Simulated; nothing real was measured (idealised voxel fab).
voxel transistor to metal: a process module
cross-section cut | 210 nm wide | cells 5 nm
Cross-section = grid of square cells, listed top down in bands; band = one or more rows.
Heads up on the band format: heights come first, top then bottom, in nm. After that it's the materials left to right, each with its width in nm. A single material flagged "all across" fills the whole band edge to edge, and "air" means there's empty space there.
Below 0: as-received wafer, all one material; heights counted from there. Lowest band: no bottom, goes on down, written "0..down".
Read "30..40" as a graded width: first number on top, second number at the bottom, same change between each pair of neighbouring rows.
"identical to before" -> step changed no cross-section cell.
Fully enclosed voids: empty space of 8 cells or more with no open way to the top, each as width x height at its distance from the left edge, in nm
If you see something after the settings on a step's line, that's the simulator's own remark about that step.
If you see "overlay nm" on a step's line and that step has a mask, it's telling you how far right of where it was planned the mask ended up; a negative number means it went left instead.

# The process steps that were planned are listed below
1 RECEIVE (material Si)
2 OXIDIZE (depth nm 5)
3 CONFORMAL_DEP (material SiN; thk nm 10)
4 DIRECTIONAL_DEP (material aC; thk nm 10)
5 PATTERN (tone cover; mask id ACTIVE; material resist; width nm 85; thk nm 30; overlay nm 0)
6 DIRECTIONAL_ETCH (etch materials aC; depth nm 10)
7 STRIP (etch materials resist)
8 DIRECTIONAL_ETCH (etch materials SiN; depth nm 10)
9 DIRECTIONAL_ETCH (etch materials SiO2; depth nm 5)
10 DIRECTIONAL_ETCH (etch materials Si; depth nm 25)
11 STRIP (etch materials aC)
12 OXIDIZE (depth nm 5)
13 FILL_DEP (material SiO2; thk nm 15)
14 CMP (height nm 10)
15 SELECTIVE_ETCH (etch materials SiO2; depth nm 5)
16 STRIP (etch materials SiN)
17 SELECTIVE_ETCH (etch materials SiO2; depth nm 5)
18 OXIDIZE (depth nm 5)
19 DIRECTIONAL_DEP (material polySi; thk nm 25)
20 DIRECTIONAL_DEP (material SiCN; thk nm 10)
21 DIRECTIONAL_DEP (material aC; thk nm 15)
22 PATTERN (tone cover; mask id GATE; material resist; width nm 15; thk nm 35; overlay nm 0)
23 DIRECTIONAL_ETCH (etch materials aC; depth nm 15)
24 STRIP (etch materials resist)
25 DIRECTIONAL_ETCH (etch materials SiCN; depth nm 20)
26 DIRECTIONAL_ETCH (etch materials polySi; depth nm 35)
27 STRIP (etch materials aC)
28 CONFORMAL_DEP (material SiO2; thk nm 5)
29 DIRECTIONAL_ETCH (etch materials SiO2; depth nm 5)
30 CONFORMAL_DEP (material SiN; thk nm 5)
31 DIRECTIONAL_ETCH (etch materials SiN; depth nm 5)
32 DIRECTIONAL_ETCH (etch materials SiO2; depth nm 5)
33 EPI (material pSi; thk nm 5)
34 FILL_DEP (material SiO2; thk nm 10)
35 CMP (height nm 30)
36 DIRECTIONAL_DEP (material SiO2; thk nm 15)
37 PATTERN (tone open; mask id CONTACT; material resist; width nm 25; pitch nm 50; thk nm 20; overlay nm 0)
38 DIRECTIONAL_ETCH (etch materials SiO2; depth nm 50)
39 STRIP (etch materials resist)
40 CONFORMAL_DEP (material TiN; thk nm 5)
41 FILL_DEP (material W; thk nm 5)
42 CMP (height nm 45)
43 CONFORMAL_DEP (material SiN; thk nm 5)
44 DIRECTIONAL_DEP (material lowk; thk nm 25)
45 DIRECTIONAL_DEP (material aC; thk nm 10)
46 PATTERN (tone open; mask id METAL_1; material resist; width nm 15; pitch nm 60; thk nm 25; overlay nm 0)
47 DIRECTIONAL_ETCH (etch materials aC; depth nm 10)
48 STRIP (etch materials resist)
49 DIRECTIONAL_ETCH (etch materials lowk; depth nm 25)
50 DIRECTIONAL_ETCH (etch materials SiN; depth nm 5)
51 STRIP (etch materials aC)
52 CONFORMAL_DEP (material TiN; thk nm 5)
53 FILL_DEP (material W; thk nm 10)
54 CMP (height nm 75)
55 CONFORMAL_DEP (material SiCN; thk nm 5)
56 DIRECTIONAL_DEP (material lowk; thk nm 35)
57 PATTERN (tone open; mask id METAL_2; material resist; width nm 15; pitch nm 60; thk nm 20; overlay nm 0)
58 DIRECTIONAL_ETCH (etch materials lowk; depth nm 20)
59 STRIP (etch materials resist)
60 PATTERN (tone open; mask id METAL_2_HOLES; material resist; width nm 15; pitch nm 60; thk nm 15; overlay nm 0)
61 DIRECTIONAL_ETCH (etch materials lowk; depth nm 15)
62 DIRECTIONAL_ETCH (etch materials SiCN; depth nm 5)
63 STRIP (etch materials resist)
64 CONFORMAL_DEP (material TiN; thk nm 5)
65 FILL_DEP (material Cu; thk nm 5)
66 CMP (height nm 115)
67 CONFORMAL_DEP (material SiN; thk nm 5)

# First out of two wafers; run went to plan

# Cross-section, incoming material, after step 1
* 0..down  Si all across
* Fully enclosed voids: none

# Cross-section of the wafer after step 2
* 0..-5  SiO2 all across
* Everything below -5 is unchanged.

# Cross-section of the wafer after step 3
* 10..0  SiN all across
* Everything below 0 is unchanged.

# Cross-section of the wafer after step 4
* 20..10  aC all across
* Everything below 10 is unchanged.

# Cross-section of the wafer after step 5
* 50..20  air: 60 / resist: 85 / air: 65
* Everything below 20 is unchanged.

# Cross-section of the wafer after step 6
* 40..20  air: 60 / resist: 85 / air: 65
* 20..10  air: 60 / aC: 85 / air: 65
* Everything below 10 is unchanged.

# Cross-section of the wafer after step 7
* 20..10  air: 60 / aC: 85 / air: 65
* Everything below 10 is unchanged.

# Cross-section of the wafer after step 8
* 20..10  air: 60 / aC: 85 / air: 65
* 10..0  air: 60 / SiN: 85 / air: 65
* Everything below 0 is unchanged.

# Cross-section of the wafer after step 9
* 20..10  air: 60 / aC: 85 / air: 65
* 10..0  air: 60 / SiN: 85 / air: 65
* 0..-5  air: 60 / SiO2: 85 / air: 65
* Everything below -5 is unchanged.

# Cross-section of the wafer after step 10
* 20..10  air: 60 / aC: 85 / air: 65
* 10..0  air: 60 / SiN: 85 / air: 65
* 0..-5  air: 60 / SiO2: 85 / air: 65
* -5..-30  air: 60 / Si: 85 / air: 65
* Everything below -30 is unchanged.

# Cross-section of the wafer after step 11
* 10..0  air: 60 / SiN: 85 / air: 65
* Everything below 0 is unchanged.

# Cross-section of the wafer after step 12
* 10..0  air: 60 / SiN: 85 / air: 65
* 0..-5  air: 60 / SiO2: 85 / air: 65
* -5..-30  air: 60 / SiO2: 5 / Si: 75 / SiO2: 5 / air: 65
* -30..-35  SiO2: 65 / Si: 75 / SiO2: 70
* Everything below -35 is unchanged.

# Cross-section of the wafer after step 13
* 25..10  SiO2 all across
* 10..0  SiO2: 60 / SiN: 85 / SiO2: 65
* 0..-5  SiO2 all across
* -5..-35  SiO2: 65 / Si: 75 / SiO2: 70
* Everything below -35 is unchanged.

# Cross-section of the wafer after step 14
* 10..0  SiO2: 60 / SiN: 85 / SiO2: 65
* Everything below 0 is unchanged.

# Cross-section of the wafer after step 15
* 10..5  air: 60 / SiN: 85 / air: 65
* Everything below 5 is unchanged.

# Cross-section of the wafer after step 16
* 5..0  SiO2: 60 / air: 85 / SiO2: 65
* Everything below 0 is unchanged.

# Cross-section of the wafer after step 17
* 0..-5  SiO2: 55 / air: 95 / SiO2: 60
* Everything below -5 is unchanged.

# Cross-section of the wafer after step 18
* 0..-5  SiO2: 55 / air: 95 / SiO2: 60
* -5..-10  SiO2 all across
* Everything below -10 is unchanged.

# Cross-section of the wafer after step 19
* 25..20  polySi: 55 / air: 95 / polySi: 60
* 20..0  polySi all across
* 0..-5  SiO2: 55 / polySi: 95 / SiO2: 60
* Everything below -5 is unchanged.

# Cross-section of the wafer after step 20
* 35..30  SiCN: 55 / air: 95 / SiCN: 60
* 30..25  SiCN all across
* 25..20  polySi: 55 / SiCN: 95 / polySi: 60
* Everything below 20 is unchanged.

# Cross-section of the wafer after step 21
* 50..45  aC: 55 / air: 95 / aC: 60
* 45..35  aC all across
* 35..30  SiCN: 55 / aC: 95 / SiCN: 60
* Everything below 30 is unchanged.

# Cross-section of the wafer after step 22
* 85..50  air: 95 / resist: 15 / air: 100
* 50..45  aC: 55 / air: 40 / resist: 15 / air: 40 / aC: 60
* Everything below 45 is unchanged.

# Cross-section of the wafer after step 23
* 70..45  air: 95 / resist: 15 / air: 100
* 45..35  air: 95 / aC: 15 / air: 100
* 35..30  SiCN: 55 / air: 40 / aC: 15 / air: 40 / SiCN: 60
* Everything below 30 is unchanged.

# Cross-section of the wafer after step 24
* 45..35  air: 95 / aC: 15 / air: 100
* Everything below 35 is unchanged.

# Cross-section of the wafer after step 25
* 45..30  air: 95 / aC: 15 / air: 100
* 30..25  air: 95 / SiCN: 15 / air: 100
* 25..20  polySi: 55 / air: 40 / SiCN: 15 / air: 40 / polySi: 60
* Everything below 20 is unchanged.

# Cross-section of the wafer after step 26
* 45..30  air: 95 / aC: 15 / air: 100
* 30..20  air: 95 / SiCN: 15 / air: 100
* 20..0  air: 95 / polySi: 15 / air: 100
* 0..-5  SiO2: 55 / air: 40 / polySi: 15 / air: 40 / SiO2: 60
* Everything below -5 is unchanged.

# Cross-section of the wafer after step 27
* 30..20  air: 95 / SiCN: 15 / air: 100
* Everything below 20 is unchanged.

# Cross-section of the wafer after step 28
* 35..30  air: 90 / SiO2: 25 / air: 95
* 30..20  air: 90 / SiO2: 5 / SiCN: 15 / SiO2: 5 / air: 95
* 20..5  air: 90 / SiO2: 5 / polySi: 15 / SiO2: 5 / air: 95
* 5..0  SiO2: 60 / air: 30 / SiO2: 5 / polySi: 15 / SiO2: 5 / air: 30 / SiO2: 65
* 0..-5  SiO2: 95 / polySi: 15 / SiO2: 100
* Everything below -5 is unchanged.

# Cross-section of the wafer after step 29
* 30..20  air: 90 / SiO2: 5 / SiCN: 15 / SiO2: 5 / air: 95
* 20..0  air: 90 / SiO2: 5 / polySi: 15 / SiO2: 5 / air: 95
* 0..-5  SiO2: 60 / air: 30 / SiO2: 5 / polySi: 15 / SiO2: 5 / air: 30 / SiO2: 65
* Everything below -5 is unchanged.

# Cross-section of the wafer after step 30
* 35..30  air: 85 / SiN: 35 / air: 90
* 30..20  air: 85 / SiN: 5 / SiO2: 5 / SiCN: 15 / SiO2: 5 / SiN: 5 / air: 90
* 20..5  air: 85 / SiN: 5 / SiO2: 5 / polySi: 15 / SiO2: 5 / SiN: 5 / air: 90
* 5..0  SiN: 65 / air: 20 / SiN: 5 / SiO2: 5 / polySi: 15 / SiO2: 5 / SiN: 5 / air: 20 / SiN: 70
* 0..-5  SiO2: 60 / SiN: 30 / SiO2: 5 / polySi: 15 / SiO2: 5 / SiN: 30 / SiO2: 65
* Everything below -5 is unchanged.

# Cross-section of the wafer after step 31
* 30..20  air: 85 / SiN: 5 / SiO2: 5 / SiCN: 15 / SiO2: 5 / SiN: 5 / air: 90
* 20..0  air: 85 / SiN: 5 / SiO2: 5 / polySi: 15 / SiO2: 5 / SiN: 5 / air: 90
* 0..-5  SiO2: 60 / SiN: 5 / air: 20 / SiN: 5 / SiO2: 5 / polySi: 15 / SiO2: 5 / SiN: 5 / air: 20 / SiN: 5 / SiO2: 65
* Everything below -5 is unchanged.

# Cross-section of the wafer after step 32
* 30..25  air: 85 / SiN: 5 / air: 5 / SiCN: 15 / air: 5 / SiN: 5 / air: 90
* 25..20  air: 85 / SiN: 5 / SiO2: 5 / SiCN: 15 / SiO2: 5 / SiN: 5 / air: 90
* 20..0  air: 85 / SiN: 5 / SiO2: 5 / polySi: 15 / SiO2: 5 / SiN: 5 / air: 90
* 0..-5  air: 60 / SiN: 5 / air: 20 / SiN: 5 / SiO2: 5 / polySi: 15 / SiO2: 5 / SiN: 5 / air: 20 / SiN: 5 / air: 65
* -5..-10  SiO2: 65 / air: 20 / SiO2: 35 / air: 20 / SiO2: 70
* Everything below -10 is unchanged.

# Cross-section of the wafer after step 33
* 30..25  air: 85 / SiN: 5 / air: 5 / SiCN: 15 / air: 5 / SiN: 5 / air: 90
* 25..20  air: 85 / SiN: 5 / SiO2: 5 / SiCN: 15 / SiO2: 5 / SiN: 5 / air: 90
* 20..0  air: 85 / SiN: 5 / SiO2: 5 / polySi: 15 / SiO2: 5 / SiN: 5 / air: 90
* 0..-5  air: 60 / SiN: 5 / air: 20 / SiN: 5 / SiO2: 5 / polySi: 15 / SiO2: 5 / SiN: 5 / air: 20 / SiN: 5 / air: 65
* -5..-10  SiO2: 65 / pSi: 20 / SiO2: 35 / pSi: 20 / SiO2: 70
* Everything below -10 is unchanged.

# Cross-section of the wafer after step 34
* 40..30  SiO2 all across
* 30..20  SiO2: 85 / SiN: 5 / SiO2: 5 / SiCN: 15 / SiO2: 5 / SiN: 5 / SiO2: 90
* 20..0  SiO2: 85 / SiN: 5 / SiO2: 5 / polySi: 15 / SiO2: 5 / SiN: 5 / SiO2: 90
* 0..-5  SiO2: 60 / SiN: 5 / SiO2: 20 / SiN: 5 / SiO2: 5 / polySi: 15 / SiO2: 5 / SiN: 5 / SiO2: 20 / SiN: 5 / SiO2: 65
* Everything below -5 is unchanged.

# Cross-section of the wafer after step 35
* 30..20  SiO2: 85 / SiN: 5 / SiO2: 5 / SiCN: 15 / SiO2: 5 / SiN: 5 / SiO2: 90
* Everything below 20 is unchanged.

# Cross-section of the wafer after step 36
* 45..30  SiO2 all across
* Everything below 30 is unchanged.

# Cross-section of the wafer after step 37
* 65..45  resist: 65 / air: 25 / resist: 25 / air: 25 / resist: 70
* Everything below 45 is unchanged.

# Cross-section of the wafer after step 38
* 65..45  resist: 65 / air: 25 / resist: 25 / air: 25 / resist: 70
* 45..30  SiO2: 65 / air: 25 / SiO2: 25 / air: 25 / SiO2: 70
* 30..20  SiO2: 65 / air: 20 / SiN: 5 / SiO2: 5 / SiCN: 15 / SiO2: 5 / SiN: 5 / air: 20 / SiO2: 70
* 20..0  SiO2: 65 / air: 20 / SiN: 5 / SiO2: 5 / polySi: 15 / SiO2: 5 / SiN: 5 / air: 20 / SiO2: 70
* 0..-5  SiO2: 60 / SiN: 5 / air: 20 / SiN: 5 / SiO2: 5 / polySi: 15 / SiO2: 5 / SiN: 5 / air: 20 / SiN: 5 / SiO2: 65
* Everything below -5 is unchanged.

# Cross-section of the wafer after step 39
* 45..30  SiO2: 65 / air: 25 / SiO2: 25 / air: 25 / SiO2: 70
* Everything below 30 is unchanged.

# Cross-section of the wafer after step 40
* 50..45  TiN: 70 / air: 15 / TiN: 35 / air: 15 / TiN: 75
* 45..35  SiO2: 65 / TiN: 5 / air: 15 / TiN: 5 / SiO2: 25 / TiN: 5 / air: 15 / TiN: 5 / SiO2: 70
* 35..30  SiO2: 65 / TiN: 5 / air: 10 / TiN: 10 / SiO2: 25 / TiN: 10 / air: 10 / TiN: 5 / SiO2: 70
* 30..20  SiO2: 65 / TiN: 5 / air: 10 / TiN: 5 / SiN: 5 / SiO2: 5 / SiCN: 15 / SiO2: 5 / SiN: 5 / TiN: 5 / air: 10 / TiN: 5 / SiO2: 70
* 20..0  SiO2: 65 / TiN: 5 / air: 10 / TiN: 5 / SiN: 5 / SiO2: 5 / polySi: 15 / SiO2: 5 / SiN: 5 / TiN: 5 / air: 10 / TiN: 5 / SiO2: 70
* 0..-5  SiO2: 60 / SiN: 5 / TiN: 20 / SiN: 5 / SiO2: 5 / polySi: 15 / SiO2: 5 / SiN: 5 / TiN: 20 / SiN: 5 / SiO2: 65
* Everything below -5 is unchanged.

# Cross-section of the wafer after step 41
* 55..50  W all across
* 50..45  TiN: 70 / W: 15 / TiN: 35 / W: 15 / TiN: 75
* 45..35  SiO2: 65 / TiN: 5 / W: 15 / TiN: 5 / SiO2: 25 / TiN: 5 / W: 15 / TiN: 5 / SiO2: 70
* 35..30  SiO2: 65 / TiN: 5 / W: 10 / TiN: 10 / SiO2: 25 / TiN: 10 / W: 10 / TiN: 5 / SiO2: 70
* 30..20  SiO2: 65 / TiN: 5 / W: 10 / TiN: 5 / SiN: 5 / SiO2: 5 / SiCN: 15 / SiO2: 5 / SiN: 5 / TiN: 5 / W: 10 / TiN: 5 / SiO2: 70
* 20..0  SiO2: 65 / TiN: 5 / W: 10 / TiN: 5 / SiN: 5 / SiO2: 5 / polySi: 15 / SiO2: 5 / SiN: 5 / TiN: 5 / W: 10 / TiN: 5 / SiO2: 70
* Everything below 0 is unchanged.

# Cross-section of the wafer after step 42
* 45..35  SiO2: 65 / TiN: 5 / W: 15 / TiN: 5 / SiO2: 25 / TiN: 5 / W: 15 / TiN: 5 / SiO2: 70
* Everything below 35 is unchanged.

# Cross-section of the wafer after step 43
* 50..45  SiN all across
* Everything below 45 is unchanged.

# Cross-section of the wafer after step 44
* 75..50  lowk all across
* Everything below 50 is unchanged.

# Cross-section of the wafer after step 45
* 85..75  aC all across
* Everything below 75 is unchanged.

# Cross-section of the wafer after step 46
* 110..85  resist: 65 / air: 15 / resist: 45 / air: 15 / resist: 70
* Everything below 85 is unchanged.

# Cross-section of the wafer after step 47
* 100..85  resist: 65 / air: 15 / resist: 45 / air: 15 / resist: 70
* 85..75  aC: 65 / air: 15 / aC: 45 / air: 15 / aC: 70
* Everything below 75 is unchanged.

# Cross-section of the wafer after step 48
* 85..75  aC: 65 / air: 15 / aC: 45 / air: 15 / aC: 70
* Everything below 75 is unchanged.

# Cross-section of the wafer after step 49
* 85..75  aC: 65 / air: 15 / aC: 45 / air: 15 / aC: 70
* 75..50  lowk: 65 / air: 15 / lowk: 45 / air: 15 / lowk: 70
* Everything below 50 is unchanged.

# Cross-section of the wafer after step 50
* 85..75  aC: 65 / air: 15 / aC: 45 / air: 15 / aC: 70
* 75..50  lowk: 65 / air: 15 / lowk: 45 / air: 15 / lowk: 70
* 50..45  SiN: 65 / air: 15 / SiN: 45 / air: 15 / SiN: 70
* Everything below 45 is unchanged.

# Cross-section of the wafer after step 51
* 75..50  lowk: 65 / air: 15 / lowk: 45 / air: 15 / lowk: 70
* Everything below 50 is unchanged.

# Cross-section of the wafer after step 52
* 80..75  TiN: 70 / air: 5 / TiN: 55 / air: 5 / TiN: 75
* 75..50  lowk: 65 / TiN: 5 / air: 5 / TiN: 5 / lowk: 45 / TiN: 5 / air: 5 / TiN: 5 / lowk: 70
* 50..45  SiN: 65 / TiN: 15 / SiN: 45 / TiN: 15 / SiN: 70
* Everything below 45 is unchanged.

# Cross-section of the wafer after step 53
* 90..80  W all across
* 80..75  TiN: 70 / W: 5 / TiN: 55 / W: 5 / TiN: 75
* 75..50  lowk: 65 / TiN: 5 / W: 5 / TiN: 5 / lowk: 45 / TiN: 5 / W: 5 / TiN: 5 / lowk: 70
* Everything below 50 is unchanged.

# Cross-section of the wafer after step 54
* 75..50  lowk: 65 / TiN: 5 / W: 5 / TiN: 5 / lowk: 45 / TiN: 5 / W: 5 / TiN: 5 / lowk: 70
* Everything below 50 is unchanged.

# Cross-section of the wafer after step 55
* 80..75  SiCN all across
* Everything below 75 is unchanged.

# Cross-section of the wafer after step 56
* 115..80  lowk all across
* Everything below 80 is unchanged.

# Cross-section of the wafer after step 57
* 135..115  resist: 65 / air: 15 / resist: 45 / air: 15 / resist: 70
* Everything below 115 is unchanged.

# Cross-section of the wafer after step 58
* 135..115  resist: 65 / air: 15 / resist: 45 / air: 15 / resist: 70
* 115..95  lowk: 65 / air: 15 / lowk: 45 / air: 15 / lowk: 70
* Everything below 95 is unchanged.

# Cross-section of the wafer after step 59
* 115..95  lowk: 65 / air: 15 / lowk: 45 / air: 15 / lowk: 70
* Everything below 95 is unchanged.

# Cross-section of the wafer after step 60
* 130..115  resist: 65 / air: 15 / resist: 45 / air: 15 / resist: 70
* Everything below 115 is unchanged.

# Cross-section of the wafer after step 61
* 130..115  resist: 65 / air: 15 / resist: 45 / air: 15 / resist: 70
* 115..80  lowk: 65 / air: 15 / lowk: 45 / air: 15 / lowk: 70
* Everything below 80 is unchanged.

# Cross-section of the wafer after step 62
* 130..115  resist: 65 / air: 15 / resist: 45 / air: 15 / resist: 70
* 115..80  lowk: 65 / air: 15 / lowk: 45 / air: 15 / lowk: 70
* 80..75  SiCN: 65 / air: 15 / SiCN: 45 / air: 15 / SiCN: 70
* Everything below 75 is unchanged.

# Cross-section of the wafer after step 63
* 115..80  lowk: 65 / air: 15 / lowk: 45 / air: 15 / lowk: 70
* Everything below 80 is unchanged.

# Cross-section of the wafer after step 64
* 120..115  TiN: 70 / air: 5 / TiN: 55 / air: 5 / TiN: 75
* 115..80  lowk: 65 / TiN: 5 / air: 5 / TiN: 5 / lowk: 45 / TiN: 5 / air: 5 / TiN: 5 / lowk: 70
* 80..75  SiCN: 65 / TiN: 15 / SiCN: 45 / TiN: 15 / SiCN: 70
* Everything below 75 is unchanged.

# Cross-section of the wafer after step 65
* 125..120  Cu all across
* 120..115  TiN: 70 / Cu: 5 / TiN: 55 / Cu: 5 / TiN: 75
* 115..80  lowk: 65 / TiN: 5 / Cu: 5 / TiN: 5 / lowk: 45 / TiN: 5 / Cu: 5 / TiN: 5 / lowk: 70
* Everything below 80 is unchanged.

# Cross-section of the wafer after step 66
* 115..80  lowk: 65 / TiN: 5 / Cu: 5 / TiN: 5 / lowk: 45 / TiN: 5 / Cu: 5 / TiN: 5 / lowk: 70
* Everything below 80 is unchanged.

# Cross-section of the wafer after step 67
* 120..115  SiN all across
* Everything below 115 is unchanged.

# Second wafer. Start and plan as for the first. One mistake made in running. Agrees with the first up to and including step 54

# Second wafer at the planned finish of step 55, seen in cross-section
* 110..75  lowk all across
* Everything below 75 is unchanged.

# Second wafer at the planned finish of step 56, seen in cross-section
* 115..110  SiCN all across
* Everything below 110 is unchanged.

# Second wafer at the planned finish of step 57, seen in cross-section
* 135..115  resist: 65 / air: 15 / resist: 45 / air: 15 / resist: 70
* Everything below 115 is unchanged.

Second wafer at the planned finish of step 58, seen in cross-section: identical to before

# Second wafer at the planned finish of step 59, seen in cross-section
* 115..110  SiCN all across
* Everything below 110 is unchanged.

# Second wafer at the planned finish of step 60, seen in cross-section
* 130..115  resist: 65 / air: 15 / resist: 45 / air: 15 / resist: 70
* Everything below 115 is unchanged.

Second wafer at the planned finish of step 61, seen in cross-section: identical to before

# Second wafer at the planned finish of step 62, seen in cross-section
* 130..115  resist: 65 / air: 15 / resist: 45 / air: 15 / resist: 70
* 115..110  SiCN: 65 / air: 15 / SiCN: 45 / air: 15 / SiCN: 70
* Everything below 110 is unchanged.

# Second wafer at the planned finish of step 63, seen in cross-section
* 115..110  SiCN: 65 / air: 15 / SiCN: 45 / air: 15 / SiCN: 70
* Everything below 110 is unchanged.

# Second wafer at the planned finish of step 64, seen in cross-section
* 120..115  TiN: 70 / air: 5 / TiN: 55 / air: 5 / TiN: 75
* 115..110  SiCN: 65 / TiN: 15 / SiCN: 45 / TiN: 15 / SiCN: 70
* Everything below 110 is unchanged.

# Second wafer at the planned finish of step 65, seen in cross-section
* 125..120  Cu all across
* 120..115  TiN: 70 / Cu: 5 / TiN: 55 / Cu: 5 / TiN: 75
* Everything below 115 is unchanged.

# Second wafer at the planned finish of step 66, seen in cross-section
* 115..110  SiCN: 65 / TiN: 15 / SiCN: 45 / TiN: 15 / SiCN: 70
* Everything below 110 is unchanged.

# Second wafer at the planned finish of step 67, seen in cross-section
* 120..115  SiN all across
* Everything below 115 is unchanged.
What broke from the plan during processing? the executed order of steps 55 and 56 is the reverse of that specified in the plan, each step having taken the other's position
Materials where the second wafer ends with more or fewer cells than the first: Cu: 14 fewer; TiN: 28 fewer; lowk: 42 more
